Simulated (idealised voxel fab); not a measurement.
You're looking at the process module voxel trench capacitor.
The cross-section on display is named cut; it measures 225 nm wide, and its cells are 5 nm squares.
We lay out every cross-section as a grid of square cells and spell it out in bands from the top down, where one band means one or more rows of cells.
Top, bottom (nm), then materials left to right with widths (nm); lone material tagged "all across" fills the whole band edge to edge; "empty" = empty space.
Convention: height 0 is the level below which the wafer, as received, is all one material. The lowest band does not terminate at the bottom but continues downward, represented as "top 0, no bottom".
A width such as "30..40" changes by the same amount from each row of cells to the next, from the band's top row to its bottom row.
Basically "remained the same" means that step didn't change any cell in the cross-section.
In the "Non-vented voids" entry, you get each enclosed empty space of 8 cells or more, one with no open way to the top, written width x height at distance, distance from the left edge, in nm.
That trailing text on a step's line, after the settings, is the simulator's own remark on the step.
Regarding "overlay nm": on a step with a mask, it is the distance the mask lay to the right of its planned place; a negative value places it to the left.
# Steps in the process plan
- 1: RECEIVE, material Si
- 2: CONFORMAL_DEP, material SiN, thk nm 5
- 3: PATTERN, tone open, mask id TRENCH, material resist, width nm 30, pitch nm 55, thk nm 20, overlay nm 0
- 4: DIRECTIONAL_ETCH, etch materials SiN, depth nm 5
- 5: DIRECTIONAL_ETCH, etch materials Si, depth nm 35
- 6: STRIP, etch materials resist
- 7: CONFORMAL_DEP, material Al2O3, thk nm 5
- 8: CONFORMAL_DEP, material TiN, thk nm 5
- 9: FILL_DEP, material W, thk nm 5
- 10: CMP, height nm 5
# This is the cross-section of the wafer as we received it, i.e. after step 1
    top 0, no bottom = Si all across
    Non-vented voids: none
# First of two wafers: cross-section at end of module, run per plan
    top 5, bottom 0 = 40 of SiN  5 of Al2O3  5 of TiN  10 of W  5 of TiN  5 of Al2O3  25 of SiN  5 of Al2O3  5 of TiN  10 of W  5 of TiN  5 of Al2O3  25 of SiN  5 of Al2O3  5 of TiN  10 of W  5 of TiN  5 of Al2O3  45 of SiN
    top 0, bottom -25 = 40 of Si  5 of Al2O3  5 of TiN  10 of W  5 of TiN  5 of Al2O3  25 of Si  5 of Al2O3  5 of TiN  10 of W  5 of TiN  5 of Al2O3  25 of Si  5 of Al2O3  5 of TiN  10 of W  5 of TiN  5 of Al2O3  45 of Si
    top -25, bottom -30 = 40 of Si  5 of Al2O3  20 of TiN  5 of Al2O3  25 of Si  5 of Al2O3  20 of TiN  5 of Al2O3  25 of Si  5 of Al2O3  20 of TiN  5 of Al2O3  45 of Si
    top -30, bottom -35 = 40 of Si  30 of Al2O3  25 of Si  30 of Al2O3  25 of Si  30 of Al2O3  45 of Si
    top -35, no bottom = Si all across
    Non-vented voids: none
# Second wafer cross-section at end of module - shared start and plan with the first, one mistake in the run
    top -5, bottom -25 = 40 of Si  5 of Al2O3  5 of TiN  10 of W  5 of TiN  5 of Al2O3  25 of Si  5 of Al2O3  5 of TiN  10 of W  5 of TiN  5 of Al2O3  25 of Si  5 of Al2O3  5 of TiN  10 of W  5 of TiN  5 of Al2O3  45 of Si
    top -25, bottom -30 = 40 of Si  5 of Al2O3  20 of TiN  5 of Al2O3  25 of Si  5 of Al2O3  20 of TiN  5 of Al2O3  25 of Si  5 of Al2O3  20 of TiN  5 of Al2O3  45 of Si
    top -30, bottom -35 = 40 of Si  30 of Al2O3  25 of Si  30 of Al2O3  25 of Si  30 of Al2O3  45 of Si
    top -35, no bottom = Si all across
    Non-vented voids: none
In executing the process, a mistake was made relative to the plan: step 10 went in with a setting other than planned; the actual run was CMP, height nm -5
It is noted that, at the conclusion of processing, the second wafer exhibits a higher or lower cell count for certain materials relative to the first: Al2O3 -12, Si -27, SiN -27, TiN -12, W -12
